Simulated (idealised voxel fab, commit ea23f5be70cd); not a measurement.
Herein follows the process module entitled voxel gate over fins.
This is section cut - it's 190 nm across, gridded in 5 nm square cells.
Throughout this document, each cross-section is represented as a grid of square cells and is presented as a sequence of bands enumerated from the top downward, where a band comprises one or more rows of cells.
Top, bottom (nm), then materials left to right with widths (nm); lone material tagged "all across" fills the whole band edge to edge; "air" = empty space.
Height datum 0, below which the as-received substrate wafer is one material. Lowest band open at the bottom, running downward: "0 -> down".
A width given as "30 to 40" starts at the first number in the band's top row and ends at the second number in its bottom row, shifting by an equal amount at every step from row to row.
Where a step carries "everything unchanged", the cross-section came out of it unchanged, cell for cell.
"Internal closed voids" means: voids of 8 cells or more that are shut off from the top with no open way through. Written width x height at distance, distance from the left edge, in nm.
Where a step's line continues beyond its settings, the continuation is a remark by the simulator itself on that step.
For masked steps, "overlay nm" on the step line gives how far right of plan the mask actually lay; a minus sign means it lay to the left.

[List of planned process steps]
1. RECEIVE [material Si]
2. CONFORMAL_DEP [material SiN] [thk nm 5]
3. MASKED_ETCH [tone cover] [mask id FINS] [width nm 15] [pitch nm 50] [etch materials SiN] [depth nm 5] [overlay nm 0]
4. MASKED_ETCH [tone cover] [mask id FINS] [width nm 15] [pitch nm 50] [etch materials Si] [depth nm 30] [overlay nm 0]
5. FILL_DEP [material SiO2] [thk nm 5]
6. CMP [height nm 5]
7. DIRECTIONAL_DEP [material aC] [thk nm 15]
8. PATTERN [tone open] [mask id RAIL] [material resist] [width nm 15] [thk nm 30] [overlay nm -15]
9. DIRECTIONAL_ETCH [etch materials aC] [depth nm 15]
10. STRIP [etch materials resist]
11. DIRECTIONAL_ETCH [etch materials SiO2] [depth nm 30]
12. STRIP [etch materials aC]
13. CONFORMAL_DEP [material TiN] [thk nm 5]
14. FILL_DEP [material W] [thk nm 5]
15. CMP [height nm 5]
16. SELECTIVE_ETCH [etch materials W Ru TiN] [depth nm 25]
17. FILL_DEP [material SiO2] [thk nm 5]
18. CMP [height nm 5]
19. SELECTIVE_ETCH [etch materials SiO2] [depth nm 15]
20. STRIP [etch materials SiN]
21. CONFORMAL_DEP [material HfO2] [thk nm 5]
22. CONFORMAL_DEP [material TiN] [thk nm 5]
23. FILL_DEP [material W] [thk nm 15]
24. CMP [height nm 20]
25. CONFORMAL_DEP [material SiCN] [thk nm 5]
What sets these wafers apart? The overlay nm at step 8. They all start alike, and the plan carries the first wafer's value.

[As received, i.e. after step 1: cross-section through the first of several wafers]
  0 -> down: Si all across
  Internal closed voids: none

[Depicted here is the first of several wafers in cross-section, at module completion following the last step, step 25]
  25 -> 20: SiCN all across
  20 -> 10: W all across
  10 -> 5: 25 nm W; 35 nm TiN; 15 nm W; 35 nm TiN; 15 nm W; 35 nm TiN; 30 nm W
  5 -> 0: 25 nm W; 5 nm TiN; 25 nm HfO2; 5 nm TiN; 15 nm W; 5 nm TiN; 25 nm HfO2; 5 nm TiN; 15 nm W; 5 nm TiN; 25 nm HfO2; 5 nm TiN; 30 nm W
  0 -> -5: 30 nm TiN; 5 nm HfO2; 15 nm Si; 5 nm HfO2; 25 nm TiN; 5 nm HfO2; 15 nm Si; 5 nm HfO2; 25 nm TiN; 5 nm HfO2; 15 nm Si; 5 nm HfO2; 35 nm TiN
  -5 -> -10: 35 nm HfO2; 15 nm Si; 35 nm HfO2; 15 nm Si; 35 nm HfO2; 15 nm Si; 40 nm HfO2
  -10 -> -20: 35 nm SiO2; 15 nm Si; 35 nm SiO2; 15 nm Si; 35 nm SiO2; 15 nm Si; 40 nm SiO2
  -20 -> -25: 35 nm SiO2; 15 nm Si; 10 nm TiN; 25 nm SiO2; 15 nm Si; 35 nm SiO2; 15 nm Si; 40 nm SiO2
  -25 -> -30: 35 nm SiO2; 15 nm Si; 35 nm SiO2; 15 nm Si; 35 nm SiO2; 15 nm Si; 40 nm SiO2
  -30 -> down: Si all across
  Internal closed voids: none

[Showing the last wafer in cross-section at the end of the module]
  25 -> 20: SiCN all across
  20 -> 10: W all across
  10 -> 5: 25 nm W; 35 nm TiN; 15 nm W; 35 nm TiN; 15 nm W; 35 nm TiN; 30 nm W
  5 -> 0: 25 nm W; 5 nm TiN; 25 nm HfO2; 5 nm TiN; 15 nm W; 5 nm TiN; 25 nm HfO2; 5 nm TiN; 15 nm W; 5 nm TiN; 25 nm HfO2; 5 nm TiN; 30 nm W
  0 -> -5: 30 nm TiN; 5 nm HfO2; 15 nm Si; 5 nm HfO2; 25 nm TiN; 5 nm HfO2; 15 nm Si; 5 nm HfO2; 25 nm TiN; 5 nm HfO2; 15 nm Si; 5 nm HfO2; 35 nm TiN
  -5 -> -10: 35 nm HfO2; 15 nm Si; 35 nm HfO2; 15 nm Si; 35 nm HfO2; 15 nm Si; 40 nm HfO2
  -10 -> -20: 35 nm SiO2; 15 nm Si; 35 nm SiO2; 15 nm Si; 35 nm SiO2; 15 nm Si; 40 nm SiO2
  -20 -> -25: 35 nm SiO2; 15 nm Si; 25 nm SiO2; 10 nm TiN; 15 nm Si; 35 nm SiO2; 15 nm Si; 40 nm SiO2
  -25 -> -30: 35 nm SiO2; 15 nm Si; 35 nm SiO2; 15 nm Si; 35 nm SiO2; 15 nm Si; 40 nm SiO2
  -30 -> down: Si all across
  Internal closed voids: none

[Per wafer (row), end of module: delta in cells per material since receipt, (+) for gained, (-) for lost; closed voids after that]
overlay nm -15; +50 HfO2; -174 Si; +38 SiCN; +114 SiO2; +52 TiN; +110 W; Internal closed voids: none
overlay nm -10; +50 HfO2; -174 Si; +38 SiCN; +113 SiO2; +53 TiN; +110 W; Internal closed voids: none
overlay nm -5; +50 HfO2; -174 Si; +38 SiCN; +113 SiO2; +53 TiN; +110 W; Internal closed voids: none
overlay nm 0; +50 HfO2; -174 Si; +38 SiCN; +113 SiO2; +53 TiN; +110 W; Internal closed voids: none
overlay nm 5; +50 HfO2; -174 Si; +38 SiCN; +113 SiO2; +53 TiN; +110 W; Internal closed voids: none
overlay nm 10; +50 HfO2; -174 Si; +38 SiCN; +113 SiO2; +53 TiN; +110 W; Internal closed voids: none
overlay nm 15; +50 HfO2; -174 Si; +38 SiCN; +114 SiO2; +52 TiN; +110 W; Internal closed voids: none
